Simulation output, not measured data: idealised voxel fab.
The following is a process module called voxel transistor to metal.
In the cross-section labelled cut, the width is 260 nm and each square cell is 5 nm.
The cross-sections in this document take the form of a grid made of square cells. They are written out as bands, in order from top to bottom. Each band consists of one or more rows of cells.
This entry defines a band. It first specifies the height of the band's top and the height of its bottom in nm, and then specifies the band's materials from left to right, stating each material with its width in nm. The word "all across" identifies a single material that fills the band from edge to edge, while the word "air" identifies empty space.
Height datum 0, below which the as-received substrate wafer is one material. Lowest band open at the bottom, running downward: "0 down".
The expression "30..40" gives the width at the extremes of the band, the first number at its top row of cells and the second at its bottom row, with the width changing by equal amounts from each row to the next in between.
For the purposes of this document, the phrase "all unchanged" attached to a step denotes that no cell within the cross-section was modified by that step.
Any empty space of 8 cells or more lacking an open way to the top shows up in "Voids, fully enclosed" as width x height at distance, distance from the left edge, in nm.
Anything after a step's settings on that line? It's the simulator's own note about the step.
A step's line can hold "overlay nm"; with a mask on that step, the setting says how far right of the planned place the mask lay, while a negative setting says it lay to the left.
**The following list gives the planned process steps**
1: RECEIVE | material Si
2: CONFORMAL_DEP | material SiO2 | thk nm 5
3: CONFORMAL_DEP | material SiN | thk nm 15
4: DIRECTIONAL_DEP | material aC | thk nm 15
5: PATTERN | tone cover | mask id ACTIVE | material resist | width nm 105 | pitch nm 125 | thk nm 35 | overlay nm 0
6: DIRECTIONAL_ETCH | etch materials aC | depth nm 15
7: STRIP | etch materials resist
8: DIRECTIONAL_ETCH | etch materials SiN | depth nm 15
9: DIRECTIONAL_ETCH | etch materials SiO2 | depth nm 5
10: DIRECTIONAL_ETCH | etch materials Si | depth nm 30
11: STRIP | etch materials aC
12: FILL_DEP | material SiO2 | thk nm 10
13: CMP | height nm 20
14: SELECTIVE_ETCH | etch materials SiO2 | depth nm 5
15: STRIP | etch materials SiN
16: SELECTIVE_ETCH | etch materials SiO2 | depth nm 5
17: OXIDIZE | depth nm 5
18: DIRECTIONAL_DEP | material polySi | thk nm 25
19: DIRECTIONAL_DEP | material SiCN | thk nm 10
20: MASKED_ETCH | tone cover | mask id GATE | width nm 15 | pitch nm 125 | etch materials SiCN | depth nm 20 | overlay nm 0
21: MASKED_ETCH | tone cover | mask id GATE | width nm 15 | pitch nm 125 | etch materials polySi | depth nm 35 | overlay nm 0
22: CONFORMAL_DEP | material SiN | thk nm 5
23: DIRECTIONAL_ETCH | etch materials SiN | depth nm 5
24: DIRECTIONAL_ETCH | etch materials SiO2 | depth nm 5
25: EPI | material nSi | thk nm 5
26: FILL_DEP | material SiO2 | thk nm 10
27: CMP | height nm 35
28: DIRECTIONAL_DEP | material SiO2 | thk nm 10
29: DIRECTIONAL_DEP | material aC | thk nm 10
30: PATTERN | tone open | mask id CONTACT | material resist | width nm 20 | thk nm 25 | overlay nm 0
31: DIRECTIONAL_ETCH | etch materials aC | depth nm 10
32: STRIP | etch materials resist
33: DIRECTIONAL_ETCH | etch materials SiO2 | depth nm 45
34: STRIP | etch materials aC
35: CONFORMAL_DEP | material TiN | thk nm 5
36: FILL_DEP | material W | thk nm 10
37: CMP | height nm 45
38: DIRECTIONAL_DEP | material TiN | thk nm 5
39: DIRECTIONAL_DEP | material W | thk nm 20
40: MASKED_ETCH | tone cover | mask id METAL_1 | width nm 20 | etch materials W | depth nm 20 | overlay nm 0
41: MASKED_ETCH | tone cover | mask id METAL_1 | width nm 20 | etch materials TiN | depth nm 5 | overlay nm 0
42: FILL_DEP | material lowk | thk nm 5
43: CMP | height nm 70
44: CONFORMAL_DEP | material SiCN | thk nm 5
45: DIRECTIONAL_DEP | material SiO2 | thk nm 25
46: PATTERN | tone open | mask id METAL_2 | material resist | width nm 20 | pitch nm 125 | thk nm 15 | overlay nm 0
47: DIRECTIONAL_ETCH | etch materials SiO2 | depth nm 15
48: STRIP | etch materials resist
49: PATTERN | tone open | mask id METAL_2_HOLES | material resist | width nm 15 | pitch nm 125 | thk nm 20 | overlay nm 0
50: DIRECTIONAL_ETCH | etch materials SiO2 | depth nm 10
51: DIRECTIONAL_ETCH | etch materials SiCN | depth nm 5
52: STRIP | etch materials resist
53: CONFORMAL_DEP | material TiN | thk nm 5
54: FILL_DEP | material Ru | thk nm 10
55: CMP | height nm 100
56: CONFORMAL_DEP | material SiN | thk nm 5
**This is the cross-section of the wafer as we received it, i.e. after step 1**
    0 down: Si all across
    Voids, fully enclosed: none
**Starting structure and process plan are as shown above, but one mistake was made in running the module; the wafer cross-section at the end of the module follows**
    105 to 100: SiN all across
    100 to 90: SiO2 20 nm, TiN 5 nm, Ru 10 nm, TiN 5 nm, SiO2 105 nm, TiN 5 nm, Ru 10 nm, TiN 5 nm, SiO2 95 nm
    90 to 85: SiO2 20 nm, TiN 5 nm, Ru 5 nm, TiN 10 nm, SiO2 105 nm, TiN 5 nm, Ru 5 nm, TiN 10 nm, SiO2 95 nm
    85 to 75: SiO2 20 nm, TiN 5 nm, Ru 5 nm, TiN 5 nm, SiO2 110 nm, TiN 5 nm, Ru 5 nm, TiN 5 nm, SiO2 100 nm
    75 to 70: SiCN 20 nm, TiN 15 nm, SiCN 110 nm, TiN 15 nm, SiCN 100 nm
    70 to 50: lowk 20 nm, W 20 nm, lowk 55 nm, W 20 nm, lowk 30 nm, W 20 nm, lowk 55 nm, W 20 nm, lowk 20 nm
    50 to 45: lowk 20 nm, TiN 20 nm, lowk 55 nm, TiN 20 nm, lowk 30 nm, TiN 20 nm, lowk 55 nm, TiN 20 nm, lowk 20 nm
    45 to 35: SiO2 20 nm, TiN 5 nm, W 10 nm, TiN 5 nm, SiO2 55 nm, TiN 5 nm, W 10 nm, TiN 5 nm, SiO2 30 nm, TiN 5 nm, W 10 nm, TiN 5 nm, SiO2 55 nm, TiN 5 nm, W 10 nm, TiN 5 nm, SiO2 20 nm
    35 to 25: SiO2 20 nm, TiN 5 nm, W 10 nm, TiN 5 nm, SiO2 15 nm, SiN 5 nm, SiCN 15 nm, SiN 5 nm, SiO2 15 nm, TiN 5 nm, W 10 nm, TiN 5 nm, SiO2 30 nm, TiN 5 nm, W 10 nm, TiN 5 nm, SiO2 15 nm, SiN 5 nm, SiCN 15 nm, SiN 5 nm, SiO2 15 nm, TiN 5 nm, W 10 nm, TiN 5 nm, SiO2 20 nm
    25 to 10: SiO2 20 nm, TiN 5 nm, W 10 nm, TiN 5 nm, SiO2 15 nm, SiN 5 nm, polySi 15 nm, SiN 5 nm, SiO2 15 nm, TiN 5 nm, W 10 nm, TiN 5 nm, SiO2 30 nm, TiN 5 nm, W 10 nm, TiN 5 nm, SiO2 15 nm, SiN 5 nm, polySi 15 nm, SiN 5 nm, SiO2 15 nm, TiN 5 nm, W 10 nm, TiN 5 nm, SiO2 20 nm
    10 to 5: SiO2 5 nm, SiN 5 nm, SiO2 10 nm, TiN 5 nm, W 10 nm, TiN 5 nm, SiO2 15 nm, SiN 5 nm, polySi 15 nm, SiN 5 nm, SiO2 15 nm, TiN 5 nm, W 10 nm, TiN 5 nm, SiO2 30 nm, TiN 5 nm, W 10 nm, TiN 5 nm, SiO2 15 nm, SiN 5 nm, polySi 15 nm, SiN 5 nm, SiO2 15 nm, TiN 5 nm, W 10 nm, TiN 5 nm, SiO2 10 nm, SiN 5 nm, SiO2 5 nm
    5 to 0: SiO2 5 nm, SiN 5 nm, SiO2 10 nm, TiN 20 nm, SiO2 15 nm, SiN 5 nm, polySi 15 nm, SiN 5 nm, SiO2 15 nm, TiN 20 nm, SiO2 30 nm, TiN 20 nm, SiO2 15 nm, SiN 5 nm, polySi 15 nm, SiN 5 nm, SiO2 15 nm, TiN 20 nm, SiO2 10 nm, SiN 5 nm, SiO2 5 nm
    0 to -5: SiO2 5 nm, SiN 10 nm, nSi 40 nm, SiO2 25 nm, nSi 40 nm, SiN 5 nm, SiO2 10 nm, SiN 5 nm, nSi 40 nm, SiO2 25 nm, nSi 40 nm, SiN 10 nm, SiO2 5 nm
    -5 to -10: SiO2 20 nm, Si 95 nm, SiO2 30 nm, Si 95 nm, SiO2 20 nm
    -10 to -30: SiO2 15 nm, Si 105 nm, SiO2 20 nm, Si 105 nm, SiO2 15 nm
    -30 down: Si all across
    Voids, fully enclosed: none
what went wrong: steps 14 and 15 were swapped
